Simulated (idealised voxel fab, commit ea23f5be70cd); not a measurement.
The document below concerns the process module designated voxel spacer lines.
Section shown: cut. Width: 250 nm. Cell size: 5 nm, square.
Reading order for cross-sections: top band down to bottom band. Underlying form: a grid of square cells. Band size: one or more rows of cells. The band entry comprises the height of the band's top followed by the height of its bottom, expressed in nm, and subsequently the band's materials from left to right, each stated together with its width in nm. Where a single material is marked with the word "everywhere", that material fills the band from edge to edge. The word "blank" represents empty space. A quick word on heights: they are counted from 0, and under that level the wafer as it came to us is one material throughout. The lowest band is different from the rest in having no bottom; it simply continues downward, written as in "0 and below". Width "30 to 40": first value at the band's top row of cells, second value at its bottom row, equal change from row to row. Given "identical to before" for a step, no cell of the cross-section differs between before and after that step. The label "Encapsulated voids" introduces a list of the empty spaces, 8 cells or larger, that have no open way up to the top; each entry in it reads width x height at distance, where the distance is taken from the left edge and all three are stated in nm. Past the settings on a step's line: simulator remark, on that step. overlay nm: where the mask lay relative to plan, measured to the right, on steps with a mask; negatives go left.

### Process steps foreseen in the plan
- 1: RECEIVE, material Si
- 2: CONFORMAL_DEP, material Al2O3, thk nm 5
- 3: DIRECTIONAL_DEP, material W, thk nm 10
- 4: DIRECTIONAL_DEP, material polySi, thk nm 20
- 5: PATTERN, tone cover, mask id MANDREL, material resist, width nm 20, pitch nm 60, thk nm 25, overlay nm 0
- 6: DIRECTIONAL_ETCH, etch materials polySi, depth nm 20
- 7: STRIP, etch materials resist
- 8: CONFORMAL_DEP, material SiO2, thk nm 10
- 9: DIRECTIONAL_ETCH, etch materials SiO2, depth nm 10
- 10: STRIP, etch materials polySi
- 11: DIRECTIONAL_ETCH, etch materials W, depth nm 10
- 12: STRIP, etch materials SiO2

### Step 1 complete: cross-section of the wafer as received
  0 and below  Si everywhere
  Encapsulated voids: none

### This is how the wafer looks in cross-section once the module is done, given the starting state and plan above and one mistake in carrying the plan out
  15 down to 5  80 nm blank, then 10 nm W, then 15 nm blank, then 10 nm W, then 25 nm blank, then 10 nm W, then 15 nm blank, then 10 nm W, then 75 nm blank
  5 down to 0  Al2O3 everywhere
  0 and below  Si everywhere
  Encapsulated voids: none
What went wrong in running the wafer? step 5 was not run as planned; what actually ran was PATTERN, tone cover, mask id MANDREL, material resist, width nm 15, pitch nm 60, thk nm 25, overlay nm 0
